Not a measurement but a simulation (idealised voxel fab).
Proc. module: voxel trench capacitor
The figure presents cross-section cut, which has a width of 280 nm and is divided into square cells with an edge length of 5 nm.
Cross-sections here: square-cell grids, written as top-down lists of bands, a band being one or more rows of cells. Read a band's entry like this: the first values are the height of its top and the height of its bottom in nm, and what follows is the sequence of materials from left to right, each with its width in nm. Note that "air" is empty space, and that a single material marked "all across" reaches across the band from edge to edge. Height is counted from the level 0, under which the received wafer is composed throughout of one material. The lowest of the bands is not closed at the bottom but continues downward, in the notation "0 and below". Think of "30->40" as a width that walks from the first number to the second as you go down the band, top row to bottom row, taking equal-sized steps from row to row. When a step is marked "everything unchanged", none of the cells in the cross-section changed during that step. The entry "Enclosed void listing" lists the empty spaces that cover at least 8 cells and have no open path to the top. Each is written as width x height at distance, where the distance is measured from the left edge and all three values are in nm. Formally, on a step line, whatever follows the settings is a remark that the simulator itself makes on the step. If you see "overlay nm" on a step's line and that step has a mask, it's telling you how far right of where it was planned the mask ended up; a negative number means it went left instead.
### So here's the lineup of process steps we planned
1: RECEIVE (material Si)
2: CONFORMAL_DEP (material SiN; thk nm 10)
3: MASKED_ETCH (tone open; mask id TRENCH; width nm 25; pitch nm 55; etch materials SiN; depth nm 10; overlay nm 0)
4: MASKED_ETCH (tone open; mask id TRENCH; width nm 25; pitch nm 55; etch materials Si; depth nm 30; overlay nm 0)
5: CONFORMAL_DEP (material SiO2; thk nm 5)
6: FILL_DEP (material polySi; thk nm 5)
7: CMP (height nm 10)
### The cross-section here shows the wafer as received, i.e. in its state after step 1
* 0 and below: Si all across
* Enclosed void listing: none
### Figure: cross-sectional view of the wafer upon completion of the module, processed from the initial state and according to the plan depicted above, with one error introduced during execution
* 10 down to 0: 45 of SiN; 5 of SiO2; 15->10 of polySi; 5->10 of SiO2; 30 of SiN; 5 of SiO2; 15->10 of polySi; 5->10 of SiO2; 30 of SiN; 5 of SiO2; 15->10 of polySi; 5->10 of SiO2; 30 of SiN; 5 of SiO2; 15->10 of polySi; 5->10 of SiO2; 45 of SiN
* 0 down to -25: 45 of Si; 5 of SiO2; 10 of polySi; 5 of SiO2; 35 of Si; 5 of SiO2; 10 of polySi; 5 of SiO2; 35 of Si; 5 of SiO2; 10 of polySi; 5 of SiO2; 35 of Si; 5 of SiO2; 10 of polySi; 5 of SiO2; 50 of Si
* -25 down to -30: 45 of Si; 20 of SiO2; 35 of Si; 20 of SiO2; 35 of Si; 20 of SiO2; 35 of Si; 20 of SiO2; 50 of Si
* -30 and below: Si all across
* Enclosed void listing: none
What broke from the plan during processing? step 4 changed vs plan, executed as MASKED_ETCH (tone open; mask id TRENCH; width nm 25; pitch nm 55; etch materials Si; depth nm 30; overlay nm -5)
